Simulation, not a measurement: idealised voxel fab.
voxel self aligned vias: a process module
We display cut, a cross-section 235 nm in width whose square cells are each 5 nm.
Just so we're on the same page, the cross-sections are grids of square cells, and they're listed out in bands top to bottom, each band one or more rows deep.
In this notation a band is specified by the heights of its top and bottom, in that order and in nm, after which its materials appear from left to right, each paired with its width in nm. The word "all across" attached to a single material means that material fills the band from edge to edge; the word "empty" stands for empty space.
Height reference: 0 = level under which incoming wafer is all one material. Lowest band: no bottom, runs on downward, e.g. "top 0, no bottom".
Width: "30..40" (first number = top row, second number = bottom row, same change from row to row of cells).
For the purposes of this document, the phrase "remained unchanged" attached to a step denotes that no cell within the cross-section was modified by that step.
Closed-off voids of 8+ cells (no open route to the top) go in "Closed cavities", written width x height at distance from the left edge, in nm.
Anything after a step's settings on that line? It's the simulator's own note about the step.
Regarding "overlay nm": on a step with a mask, it is the distance the mask lay to the right of its planned place; a negative value places it to the left.

The process steps that were planned are listed below
1: RECEIVE: material Si
2: CONFORMAL_DEP: material SiO2, thk nm 10
3: CONFORMAL_DEP: material SiCN, thk nm 5
4: DIRECTIONAL_DEP: material SiO2, thk nm 30
5: MASKED_ETCH: tone open, mask id LINES, width nm 25, pitch nm 70, etch materials SiO2, depth nm 30, overlay nm 0
6: CONFORMAL_DEP: material TiN, thk nm 5
7: FILL_DEP: material Ru, thk nm 5
8: CMP: height nm 45
9: SELECTIVE_ETCH: etch materials W Ru TiN, depth nm 10
10: FILL_DEP: material SiN, thk nm 10
11: CMP: height nm 45
12: DIRECTIONAL_DEP: material SiO2, thk nm 15
13: DIRECTIONAL_DEP: material aC, thk nm 10
14: PATTERN: tone open, mask id VIAS, material resist, width nm 45, pitch nm 70, thk nm 30, overlay nm 0
15: DIRECTIONAL_ETCH: etch materials aC, depth nm 10
16: STRIP: etch materials resist
17: DIRECTIONAL_ETCH: etch materials SiO2, depth nm 15
18: DIRECTIONAL_ETCH: etch materials SiN, depth nm 10
19: STRIP: etch materials aC
20: CONFORMAL_DEP: material TiN, thk nm 5
21: FILL_DEP: material W, thk nm 10
22: CMP: height nm 60
23: CONFORMAL_DEP: material SiN, thk nm 5

As received, after step 1
	top 0, no bottom: Si all across
	Closed cavities: none

First of two wafers at the end of the module, shown in cross-section; run carried out as planned
	top 65, bottom 60: SiN all across
	top 60, bottom 50: SiO2 60, TiN 5, W 35, TiN 5, SiO2 25, TiN 5, W 35, TiN 5, SiO2 60
	top 50, bottom 40: SiO2 60..70, TiN 15..5, W 15, TiN 15..5, SiO2 25..45, TiN 15..5, W 15, TiN 15..5, SiO2 60..70
	top 40, bottom 35: SiO2 70, TiN 25, SiO2 45, TiN 25, SiO2 70
	top 35, bottom 20: SiO2 70, TiN 5, Ru 15, TiN 5, SiO2 45, TiN 5, Ru 15, TiN 5, SiO2 70
	top 20, bottom 15: SiO2 70, TiN 25, SiO2 45, TiN 25, SiO2 70
	top 15, bottom 10: SiCN all across
	top 10, bottom 0: SiO2 all across
	top 0, no bottom: Si all across
	Closed cavities: none

What the second wafer looks like in cross-section once the module is done. Its start and its plan matched the first wafer's exactly; what differed was one mistake in how it was run
	top 65, bottom 60: SiN all across
	top 60, bottom 50: SiO2 60, TiN 5, W 35, TiN 5, SiO2 25, TiN 5, W 35, TiN 5, SiO2 60
	top 50, bottom 45: SiO2 60, TiN 45, SiO2 25, TiN 45, SiO2 60
	top 45, bottom 40: SiCN all across
	top 40, bottom 0: SiO2 all across
	top 0, no bottom: Si all across
	Closed cavities: none
It is concluded that the wafer was processed incorrectly with respect to the plan, in that transposition of steps 3 and 4 relative to the planned sequence
Per the end-of-run cell counts, the second wafer holds more or fewer of some materials than the first: 18 fewer of Ru; 60 more of SiO2; 30 fewer of TiN; 12 fewer of W
